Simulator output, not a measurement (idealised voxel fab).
This is a process module. Its name is voxel transistor to metal.
Cross-section cut spans 295 nm and uses square cells 5 nm in size.
We lay out every cross-section as a grid of square cells and spell it out in bands from the top down, where one band means one or more rows of cells.
A band entry consists of two parts. The first gives the height of the band's top and the height of its bottom, in nm. The rest lists the band's materials from left to right, each with its width in nm. A single material labelled with the word "full width" fills the band from edge to edge, and the word "air" marks empty space.
Zero point of the height axis is 0; under it, received wafer = one material. Lowest band: continues down indefinitely, "z 0 and below".
The notation "30..40" denotes a width that varies across the rows of cells in the band, beginning at the first number in the top row, finishing at the second number in the bottom row, and changing by an identical amount from each row to the next.
"left unchanged" after a step means that no cell of the cross-section changed.
Each empty space that has no open way to the top and spans at least 8 cells appears under "Closed void register" as width x height at distance, the distance counted from the left edge, all in nm.
Read whatever lies past the settings on a step's line as the simulator's own remark about the step.
overlay nm: mask offset rightward from planned place, masked step; negative means leftward offset.

[The following list gives the planned process steps]
1 RECEIVE (material Si)
2 CONFORMAL_DEP (material SiO2; thk nm 5)
3 CONFORMAL_DEP (material SiN; thk nm 15)
4 PATTERN (tone cover; mask id ACTIVE; material resist; width nm 105; pitch nm 130; thk nm 20; overlay nm 0)
5 DIRECTIONAL_ETCH (etch materials SiN; depth nm 15)
6 DIRECTIONAL_ETCH (etch materials SiO2; depth nm 5)
7 DIRECTIONAL_ETCH (etch materials Si; depth nm 30)
8 STRIP (etch materials resist)
9 OXIDIZE (depth nm 5)
10 FILL_DEP (material SiO2; thk nm 15)
11 CMP (height nm 20)
12 SELECTIVE_ETCH (etch materials SiO2; depth nm 15)
13 STRIP (etch materials SiN)
14 SELECTIVE_ETCH (etch materials SiO2; depth nm 5)
15 OXIDIZE (depth nm 5)
16 DIRECTIONAL_DEP (material polySi; thk nm 25)
17 DIRECTIONAL_DEP (material SiCN; thk nm 15)
18 DIRECTIONAL_DEP (material aC; thk nm 10)
19 PATTERN (tone cover; mask id GATE; material resist; width nm 25; pitch nm 130; thk nm 25; overlay nm 0)
20 DIRECTIONAL_ETCH (etch materials aC; depth nm 10)
21 STRIP (etch materials resist)
22 DIRECTIONAL_ETCH (etch materials SiCN; depth nm 25)
23 DIRECTIONAL_ETCH (etch materials polySi; depth nm 35)
24 STRIP (etch materials aC)
25 CONFORMAL_DEP (material SiN; thk nm 5)
26 DIRECTIONAL_ETCH (etch materials SiN; depth nm 5)
27 DIRECTIONAL_ETCH (etch materials SiO2; depth nm 5)
28 DIRECTIONAL_ETCH (etch materials Si; depth nm 10)
29 EPI (material nSi; thk nm 15)
30 FILL_DEP (material SiO2; thk nm 5)
31 CMP (height nm 40)
32 DIRECTIONAL_DEP (material SiO2; thk nm 10)
33 PATTERN (tone open; mask id CONTACT; material resist; width nm 30; pitch nm 65; thk nm 15; overlay nm 0)
34 DIRECTIONAL_ETCH (etch materials SiO2; depth nm 50)
35 STRIP (etch materials resist)
36 CONFORMAL_DEP (material TiN; thk nm 5)
37 FILL_DEP (material W; thk nm 5)
38 CMP (height nm 50)
39 DIRECTIONAL_DEP (material TiN; thk nm 5)
40 DIRECTIONAL_DEP (material Ru; thk nm 15)
41 MASKED_ETCH (tone cover; mask id METAL_1; width nm 15; etch materials Ru; depth nm 15; overlay nm 0)
42 MASKED_ETCH (tone cover; mask id METAL_1; width nm 15; etch materials TiN; depth nm 5; overlay nm 0)
43 CONFORMAL_DEP (material SiN; thk nm 5)
44 FILL_DEP (material SiO2; thk nm 5)
45 CMP (height nm 70)
46 CONFORMAL_DEP (material SiCN; thk nm 5)
47 DIRECTIONAL_DEP (material SiO2; thk nm 25)
48 DIRECTIONAL_DEP (material aC; thk nm 10)
49 PATTERN (tone open; mask id METAL_2; material resist; width nm 15; pitch nm 130; thk nm 30; overlay nm 0)
50 DIRECTIONAL_ETCH (etch materials aC; depth nm 10)
51 STRIP (etch materials resist)
52 DIRECTIONAL_ETCH (etch materials SiO2; depth nm 15)
53 STRIP (etch materials aC)
54 MASKED_ETCH (tone open; mask id METAL_2_HOLES; width nm 15; pitch nm 130; etch materials SiO2; depth nm 10; overlay nm 0)
55 MASKED_ETCH (tone open; mask id METAL_2_HOLES; width nm 15; pitch nm 130; etch materials SiCN; depth nm 5; overlay nm 0)
56 CONFORMAL_DEP (material TiN; thk nm 5)
57 FILL_DEP (material Ru; thk nm 10)
58 CMP (height nm 100)
59 CONFORMAL_DEP (material SiN; thk nm 5)

[Cross-section of the wafer as it came to us, i.e., already through step 1]
  z 0 and below = Si full width
  Closed void register: none

[As-planned run: cross-section of the first of two wafers at end of module]
  z 105 to 100 = SiN full width
  z 100 to 75 = SiO2 (35), then TiN (5), then Ru (5), then TiN (5), then SiO2 (115), then TiN (5), then Ru (5), then TiN (5), then SiO2 (115)
  z 75 to 70 = SiCN (35), then TiN (15), then SiCN (115), then TiN (15), then SiCN (115)
  z 70 to 55 = SiO2 (30), then SiN (5), then Ru (15), then SiN (5), then SiO2 (55), then SiN (5), then Ru (15), then SiN (5), then SiO2 (25), then SiN (5), then Ru (15), then SiN (5), then SiO2 (55), then SiN (5), then Ru (15), then SiN (5), then SiO2 (30)
  z 55 to 50 = SiN (35), then TiN (15), then SiN (65), then TiN (15), then SiN (35), then TiN (15), then SiN (65), then TiN (15), then SiN (35)
  z 50 to 40 = SiO2 (35), then TiN (5), then W (20), then TiN (5), then SiO2 (35), then TiN (5), then W (20), then TiN (5), then SiO2 (35), then TiN (5), then W (20), then TiN (5), then SiO2 (35), then TiN (5), then W (20), then TiN (5), then SiO2 (35)
  z 40 to 25 = SiO2 (35), then TiN (5), then W (20), then TiN (5), then SiN (5), then SiCN (25), then SiN (5), then TiN (5), then W (20), then TiN (5), then SiO2 (35), then TiN (5), then W (20), then TiN (5), then SiN (5), then SiCN (25), then SiN (5), then TiN (5), then W (20), then TiN (5), then SiO2 (35)
  z 25 to 15 = SiO2 (35), then TiN (5), then W (20), then TiN (5), then SiN (5), then polySi (25), then SiN (5), then TiN (5), then W (20), then TiN (5), then SiO2 (35), then TiN (5), then W (20), then TiN (5), then SiN (5), then polySi (25), then SiN (5), then TiN (5), then W (20), then TiN (5), then SiO2 (35)
  z 15 to 10 = SiO2 (35), then TiN (5), then W (5), then TiN (20), then SiN (5), then polySi (25), then SiN (5), then TiN (20), then W (5), then TiN (5), then SiO2 (35), then TiN (5), then W (5), then TiN (20), then SiN (5), then polySi (25), then SiN (5), then TiN (20), then W (5), then TiN (5), then SiO2 (35)
  z 10 to 5 = SiO2 (35), then TiN (5), then W (5), then TiN (5), then nSi (15), then SiN (5), then polySi (25), then SiN (5), then nSi (15), then TiN (5), then W (5), then TiN (5), then SiO2 (35), then TiN (5), then W (5), then TiN (5), then nSi (15), then SiN (5), then polySi (25), then SiN (5), then nSi (15), then TiN (5), then W (5), then TiN (5), then SiO2 (35)
  z 5 to 0 = SiO2 (35), then TiN (15), then nSi (15), then SiN (5), then polySi (25), then SiN (5), then nSi (15), then TiN (15), then SiO2 (35), then TiN (15), then nSi (15), then SiN (5), then polySi (25), then SiN (5), then nSi (15), then TiN (15), then SiO2 (35)
  z 0 to -5 = SiO2 (30), then nSi (35), then SiO2 (35), then nSi (35), then SiO2 (25), then nSi (35), then SiO2 (35), then nSi (35), then SiO2 (30)
  z -5 to -15 = SiO2 (35), then nSi (30), then Si (35), then nSi (30), then SiO2 (35), then nSi (30), then Si (35), then nSi (30), then SiO2 (35)
  z -15 to -35 = SiO2 (35), then Si (95), then SiO2 (35), then Si (95), then SiO2 (35)
  z -35 and below = Si full width
  Closed void register: none

[End of module, second wafer, cross-section. Started like the first, planned like the first, run with one mistake]
  z 105 to 100 = SiN full width
  z 100 to 75 = SiO2 (35), then TiN (5), then Ru (5), then TiN (5), then SiO2 (115), then TiN (5), then Ru (5), then TiN (5), then SiO2 (115)
  z 75 to 70 = SiCN (35), then TiN (15), then SiCN (115), then TiN (15), then SiCN (115)
  z 70 to 55 = SiO2 (30), then SiN (5), then Ru (15), then SiN (5), then SiO2 (55), then SiN (5), then Ru (15), then SiN (5), then SiO2 (25), then SiN (5), then Ru (15), then SiN (5), then SiO2 (55), then SiN (5), then Ru (15), then SiN (5), then SiO2 (30)
  z 55 to 50 = SiN (35), then TiN (15), then SiN (65), then TiN (15), then SiN (35), then TiN (15), then SiN (65), then TiN (15), then SiN (35)
  z 50 to 40 = SiO2 (35), then TiN (5), then W (20), then TiN (5), then SiO2 (35), then TiN (5), then W (20), then TiN (5), then SiO2 (35), then TiN (5), then W (20), then TiN (5), then SiO2 (35), then TiN (5), then W (20), then TiN (5), then SiO2 (35)
  z 40 to 20 = SiO2 (35), then TiN (5), then W (20), then TiN (5), then SiN (5), then SiCN (25), then SiN (5), then TiN (5), then W (20), then TiN (5), then SiO2 (35), then TiN (5), then W (20), then TiN (5), then SiN (5), then SiCN (25), then SiN (5), then TiN (5), then W (20), then TiN (5), then SiO2 (35)
  z 20 to 15 = SiO2 (35), then TiN (30), then SiN (5), then SiCN (25), then SiN (5), then TiN (30), then SiO2 (35), then TiN (30), then SiN (5), then SiCN (25), then SiN (5), then TiN (30), then SiO2 (35)
  z 15 to 0 = SiCN full width
  z 0 to -5 = SiO2 full width
  z -5 to -35 = SiO2 (35), then Si (95), then SiO2 (35), then Si (95), then SiO2 (35)
  z -35 and below = Si full width
  Closed void register: none
Misprocessing identified: so step 16 ended up running with a different setting than we planned, it ran as DIRECTIONAL_DEP (material SiCN; thk nm 25)
Cell-count delta at end, second wafer over first, by material: Si +48 | SiCN +197 | SiN -12 | SiO2 -35 | TiN -24 | W -24 | nSi -100 | polySi -50
